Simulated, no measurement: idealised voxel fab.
The process module presented herein is designated voxel released beams.
The width of the displayed cross-section, cut, is 185 nm; its cells are square, with a size of 5 nm.
Cross-section spec: square-cell grid; bands listed top down; each band is one or more rows.
Band entry format. Leading values: height of top, height of bottom, nm. Remainder: materials in left-to-right order, each with its width in nm. Special words: "full width" on a single material, which then fills the band edge to edge; "empty", empty space.
Heights are reckoned from 0. Under this level, the received wafer is all of one material. The bottommost band is open-ended downward, for example "z 0 and below".
When a width is written as two numbers, as in "30 to 40", the first number is the width in the top row of cells of the band and the second is the width in its bottom row, and the width changes by the same amount from each row to the next.
No cell of the cross-section changed in a step that is given as "changes: none".
"Sealed voids": sealed empty spaces, 8 cells or more, no open way to top, listed width x height at distance, with distance from the left edge and width, height and distance in nm.
Step line, after settings: the simulator's comment on this step.
When a step includes a mask, the "overlay nm" setting on its line states how far to the right of its planned place that mask lay, and negative values state how far to the left.

These are the steps we planned for the process:
1,RECEIVE,material Si
2,CONFORMAL_DEP,material SiN,thk nm 5
3,DIRECTIONAL_DEP,material SiO2,thk nm 15
4,MASKED_ETCH,tone open,mask id ANCHOR,width nm 30,etch materials SiO2,depth nm 15,overlay nm 0
5,CONFORMAL_DEP,material TiN,thk nm 10
6,PATTERN,tone cover,mask id BEAM,material resist,width nm 105,thk nm 20,overlay nm -15
7,DIRECTIONAL_ETCH,etch materials TiN,depth nm 10
8,STRIP,etch materials resist
9,STRIP,etch materials SiO2
Be aware that, although all wafers share a common starting state, the overlay nm at step 6 differs among them, and the plan displays the first wafer's value.

Cross-sectional view of the first of several wafers in the as-received condition, corresponding to the state following step 1:
  z 0 and below = Si full width
  Sealed voids: none

The figure below presents a cross-section of the first of several wafers at the conclusion of the module, following its last step, step 9:
  z 30 to 20 = empty 20 nm, TiN 30 nm, empty 10 nm, TiN 65 nm, empty 60 nm
  z 20 to 15 = empty 40 nm, TiN 10 nm, empty 10 nm, TiN 10 nm, empty 115 nm
  z 15 to 5 = empty 40 nm, TiN 30 nm, empty 115 nm
  z 5 to 0 = SiN full width
  z 0 and below = Si full width
  Sealed voids: none

Cross-section, last wafer, module completion:
  z 30 to 20 = empty 60 nm, TiN 95 nm, empty 30 nm
  z 20 to 15 = empty 40 nm, TiN 10 nm, empty 10 nm, TiN 10 nm, empty 115 nm
  z 15 to 5 = empty 40 nm, TiN 30 nm, empty 115 nm
  z 5 to 0 = SiN full width
  z 0 and below = Si full width
  Sealed voids: none

each wafer at the end: cells of each material gained (+) or lost (-) since it was received, then its closed voids:
overlay nm -15, +37 SiN, +54 TiN, Sealed voids: none
overlay nm -10, +37 SiN, +54 TiN, Sealed voids: none
overlay nm -5, +37 SiN, +54 TiN, Sealed voids: none
overlay nm 0, +37 SiN, +54 TiN, Sealed voids: none
overlay nm 5, +37 SiN, +54 TiN, Sealed voids: none
overlay nm 10, +37 SiN, +54 TiN, Sealed voids: none
overlay nm 15, +37 SiN, +54 TiN, Sealed voids: none
